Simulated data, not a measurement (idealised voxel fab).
Herein follows the process module entitled voxel released beams.
cross-section cut | 235 nm wide | cells 5 nm
A cross-section is written here as square cells arranged in a grid, and it is given in bands from the top down, each band taking up one or more rows of cells. Quick guide to a band line: top height, bottom height (nm) up front; then every material left to right with its width in nm. Only one material and it's marked "edge to edge"? Then it fills the band edge to edge. And "blank" just means empty space. Heights from 0 (as-received wafer is one material below). Bottom band endless downward, as "top 0, no bottom". Width spec "30->40" -> top row of cells at first value, bottom row at second value, equal per-row change in between. You'll sometimes find "nothing changed" written for a step, and that's the way of saying that nowhere in the cross-section did a cell change during that step. Look at "Entrapped void list" for the closed voids: empty spaces with no open path to the top, sized 8 cells or up. Each is width x height at distance, distance from the left edge, all nm. Post-settings text on a step line: simulator's own remark regarding the step. overlay nm, on a step with a mask: how far to the right of its planned place the mask lay; to the left if negative.
# These are the steps we planned for the process
- 1: RECEIVE | material Si
- 2: CONFORMAL_DEP | material Al2O3 | thk nm 5
- 3: DIRECTIONAL_DEP | material SiO2 | thk nm 10
- 4: DIRECTIONAL_DEP | material aC | thk nm 10
- 5: PATTERN | tone open | mask id ANCHOR | material resist | width nm 35 | thk nm 30 | overlay nm 0
- 6: DIRECTIONAL_ETCH | etch materials aC | depth nm 10
- 7: STRIP | etch materials resist
- 8: DIRECTIONAL_ETCH | etch materials SiO2 | depth nm 10
- 9: STRIP | etch materials aC
- 10: CONFORMAL_DEP | material SiN | thk nm 15
- 11: PATTERN | tone cover | mask id BEAM | material resist | width nm 120 | thk nm 15 | overlay nm 0
- 12: DIRECTIONAL_ETCH | etch materials SiN | depth nm 15
- 13: STRIP | etch materials resist
- 14: STRIP | etch materials SiO2
# Incoming wafer in cross-section (state: after step 1)
top 0, no bottom = Si edge to edge
Entrapped void list: none
# The first of the two wafers as seen in cross-section once the module was finished; processing followed the plan
top 30, bottom 20 = blank 55, SiN 20, blank 5, SiN 95, blank 60
top 20, bottom 15 = blank 55, SiN 120, blank 60
top 15, bottom 5 = blank 60, SiN 35, blank 140
top 5, bottom 0 = Al2O3 edge to edge
top 0, no bottom = Si edge to edge
Entrapped void list: none
# Wafer two (of two), end-of-module cross-section: start = wafer one, plan = wafer one, one run mistake
top 45, bottom 30 = blank 55, SiN 120, blank 60
top 30, bottom 15 = SiN edge to edge
top 15, bottom 5 = SiO2 60, SiN 35, SiO2 140
top 5, bottom 0 = Al2O3 edge to edge
top 0, no bottom = Si edge to edge
Entrapped void list: none
Short version of what went wrong: plan step 10 was twice executed
Final tally in cells, some materials are higher or lower on the second wafer than on the first: 143 more of SiN | 80 more of SiO2
